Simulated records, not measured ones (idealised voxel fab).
The document below concerns the process module designated voxel transistor to metal.
Section shown: cut. Width: 160 nm. Cell size: 5 nm, square.
This document writes a cross-section as a grid whose cells are square, and gives it as bands, listed from the top down; one or more rows of cells form a band. This entry defines a band. It first specifies the height of the band's top and the height of its bottom in nm, and then specifies the band's materials from left to right, stating each material with its width in nm. The word "edge to edge" identifies a single material that fills the band from edge to edge, while the word "air" identifies empty space. Zero point of the height axis is 0; under it, received wafer = one material. Lowest band: continues down indefinitely, "top 0, no bottom". Per-row width for "30->40": begins at first number (top row of band), ends at second number (bottom row), increment between rows held constant. What does "changes: none" mean for a step? It means no cell of the cross-section changed in that step. The label "Sealed void listing" introduces a list of the empty spaces, 8 cells or larger, that have no open way up to the top; each entry in it reads width x height at distance, where the distance is taken from the left edge and all three are stated in nm. That trailing text on a step's line, after the settings, is the simulator's own remark on the step. overlay nm: right-of-plan distance of the mask on a masked step; negative values mean left-of-plan.

## This section lists the process steps that were planned
1 RECEIVE, material Si
2 OXIDIZE, depth nm 5
3 CONFORMAL_DEP, material SiN, thk nm 10
4 PATTERN, tone cover, mask id ACTIVE, material resist, width nm 100, thk nm 20, overlay nm 0
5 DIRECTIONAL_ETCH, etch materials SiN, depth nm 10
6 DIRECTIONAL_ETCH, etch materials SiO2, depth nm 5
7 DIRECTIONAL_ETCH, etch materials Si, depth nm 30
8 STRIP, etch materials resist
9 OXIDIZE, depth nm 5
10 FILL_DEP, material SiO2, thk nm 5
11 CMP, height nm 10
12 SELECTIVE_ETCH, etch materials SiO2, depth nm 5
13 STRIP, etch materials SiN
14 SELECTIVE_ETCH, etch materials SiO2, depth nm 5
15 OXIDIZE, depth nm 5
16 DIRECTIONAL_DEP, material polySi, thk nm 25
17 DIRECTIONAL_DEP, material SiCN, thk nm 15
18 MASKED_ETCH, tone cover, mask id GATE, width nm 20, etch materials SiCN, depth nm 25, overlay nm 0
19 MASKED_ETCH, tone cover, mask id GATE, width nm 20, etch materials polySi, depth nm 35, overlay nm 0
20 CONFORMAL_DEP, material SiN, thk nm 5
21 DIRECTIONAL_ETCH, etch materials SiN, depth nm 5
22 DIRECTIONAL_ETCH, etch materials SiO2, depth nm 5
23 EPI, material nSi, thk nm 5
24 FILL_DEP, material SiO2, thk nm 5
25 CMP, height nm 35
26 DIRECTIONAL_DEP, material SiO2, thk nm 15
27 PATTERN, tone open, mask id CONTACT, material resist, width nm 20, pitch nm 70, thk nm 20, overlay nm 0
28 DIRECTIONAL_ETCH, etch materials SiO2, depth nm 55
29 STRIP, etch materials resist
30 CONFORMAL_DEP, material TiN, thk nm 5
31 FILL_DEP, material W, thk nm 10
32 CMP, height nm 50
33 CONFORMAL_DEP, material SiN, thk nm 5
34 DIRECTIONAL_DEP, material lowk, thk nm 20
35 PATTERN, tone open, mask id METAL_1, material resist, width nm 20, pitch nm 70, thk nm 15, overlay nm 0
36 DIRECTIONAL_ETCH, etch materials lowk, depth nm 20
37 DIRECTIONAL_ETCH, etch materials SiN, depth nm 5
38 STRIP, etch materials resist
39 CONFORMAL_DEP, material TiN, thk nm 5
40 FILL_DEP, material Ru, thk nm 10
41 CMP, height nm 75
42 CONFORMAL_DEP, material SiCN, thk nm 5
43 DIRECTIONAL_DEP, material lowk, thk nm 25
44 DIRECTIONAL_DEP, material aC, thk nm 15
45 PATTERN, tone open, mask id METAL_2_HOLES, material resist, width nm 15, pitch nm 70, thk nm 35, overlay nm 0
46 DIRECTIONAL_ETCH, etch materials aC, depth nm 15
47 STRIP, etch materials resist
48 DIRECTIONAL_ETCH, etch materials lowk, depth nm 25
49 STRIP, etch materials aC
50 PATTERN, tone open, mask id METAL_2, material resist, width nm 20, pitch nm 70, thk nm 15, overlay nm 0
51 DIRECTIONAL_ETCH, etch materials lowk, depth nm 15
52 DIRECTIONAL_ETCH, etch materials SiCN, depth nm 5
53 STRIP, etch materials resist
54 CONFORMAL_DEP, material TiN, thk nm 5
55 FILL_DEP, material Cu, thk nm 10
56 CMP, height nm 105
57 CONFORMAL_DEP, material SiCN, thk nm 5

## Received-state cross-section, reflecting completion of step 1
	top 0, no bottom = Si edge to edge
	Sealed void listing: none

## End-of-module cross-section of the first of two wafers, processed as planned
	top 110, bottom 105 = SiCN edge to edge
	top 105, bottom 95 = lowk=35; TiN=5; Cu=10; TiN=5; lowk=50; TiN=5; Cu=10; TiN=5; lowk=35
	top 95, bottom 90 = lowk=35; TiN=5; Cu=5; TiN=10; lowk=50; TiN=5; Cu=5; TiN=10; lowk=35
	top 90, bottom 80 = lowk=35; TiN=5; Cu=5; TiN=5; lowk=55; TiN=5; Cu=5; TiN=5; lowk=40
	top 80, bottom 75 = SiCN=35; TiN=15; SiCN=55; TiN=15; SiCN=40
	top 75, bottom 55 = lowk=35; TiN=5; Ru=10; TiN=5; lowk=50; TiN=5; Ru=10; TiN=5; lowk=35
	top 55, bottom 50 = SiN=35; TiN=20; SiN=50; TiN=20; SiN=35
	top 50, bottom 35 = SiO2=35; TiN=5; W=10; TiN=5; SiO2=50; TiN=5; W=10; TiN=5; SiO2=35
	top 35, bottom 20 = SiO2=35; TiN=5; W=10; TiN=5; SiO2=10; SiN=5; SiCN=20; SiN=5; SiO2=10; TiN=5; W=10; TiN=5; SiO2=35
	top 20, bottom 0 = SiO2=35; TiN=5; W=10; TiN=5; SiO2=10; SiN=5; polySi=20; SiN=5; SiO2=10; TiN=5; W=10; TiN=5; SiO2=35
	top 0, bottom -5 = SiO2=25; SiN=5; SiO2=5; TiN=20; SiO2=10; SiN=5; polySi=20; SiN=5; SiO2=10; TiN=20; SiO2=5; SiN=5; SiO2=25
	top -5, bottom -10 = SiO2=30; nSi=35; SiO2=30; nSi=35; SiO2=30
	top -10, bottom -40 = SiO2=35; Si=90; SiO2=35
	top -40, no bottom = Si edge to edge
	Sealed void listing: none

## Cross-section at end of module for the second wafer of two, which matched the first in starting point and plan and differed by one mistake in its processing
	top 110, bottom 105 = SiCN edge to edge
	top 105, bottom 95 = lowk=35; TiN=5; Cu=10; TiN=5; lowk=50; TiN=5; Cu=10; TiN=5; lowk=35
	top 95, bottom 90 = lowk=35; TiN=5; Cu=5; TiN=10; lowk=50; TiN=5; Cu=5; TiN=10; lowk=35
	top 90, bottom 80 = lowk=35; TiN=5; Cu=5; TiN=5; lowk=55; TiN=5; Cu=5; TiN=5; lowk=40
	top 80, bottom 75 = SiCN=35; TiN=15; SiCN=55; TiN=15; SiCN=40
	top 75, bottom 55 = lowk=35; TiN=5; Ru=10; TiN=5; lowk=50; TiN=5; Ru=10; TiN=5; lowk=35
	top 55, bottom 50 = SiN=35; TiN=20; SiN=50; TiN=20; SiN=35
	top 50, bottom 35 = SiO2=35; TiN=5; W=10; TiN=5; SiO2=50; TiN=5; W=10; TiN=5; SiO2=35
	top 35, bottom 20 = SiO2=35; TiN=5; W=10; TiN=5; SiO2=15; SiN=5; SiCN=20; SiN=5; SiO2=5; TiN=5; W=10; TiN=5; SiO2=35
	top 20, bottom 0 = SiO2=35; TiN=5; W=10; TiN=5; SiO2=10; SiN=5; polySi=25; SiN=5; SiO2=5; TiN=5; W=10; TiN=5; SiO2=35
	top 0, bottom -5 = SiO2=25; SiN=5; SiO2=5; TiN=20; SiO2=10; SiN=5; polySi=25; SiN=5; SiO2=5; TiN=20; SiO2=5; SiN=5; SiO2=25
	top -5, bottom -10 = SiO2=30; nSi=35; SiO2=35; nSi=30; SiO2=30
	top -10, bottom -40 = SiO2=35; Si=90; SiO2=35
	top -40, no bottom = Si edge to edge
	Sealed void listing: none
Error vs. plan: it should be noted that step 18 was executed with settings other than those planned, the operation and settings actually applied being MASKED_ETCH, tone cover, mask id GATE, width nm 20, etch materials SiCN, depth nm 25, overlay nm 5
The closing comparison, in cells, has the second wafer with more or fewer of some materials than the first: SiO2: 4 fewer, nSi: 1 fewer, polySi: 5 more
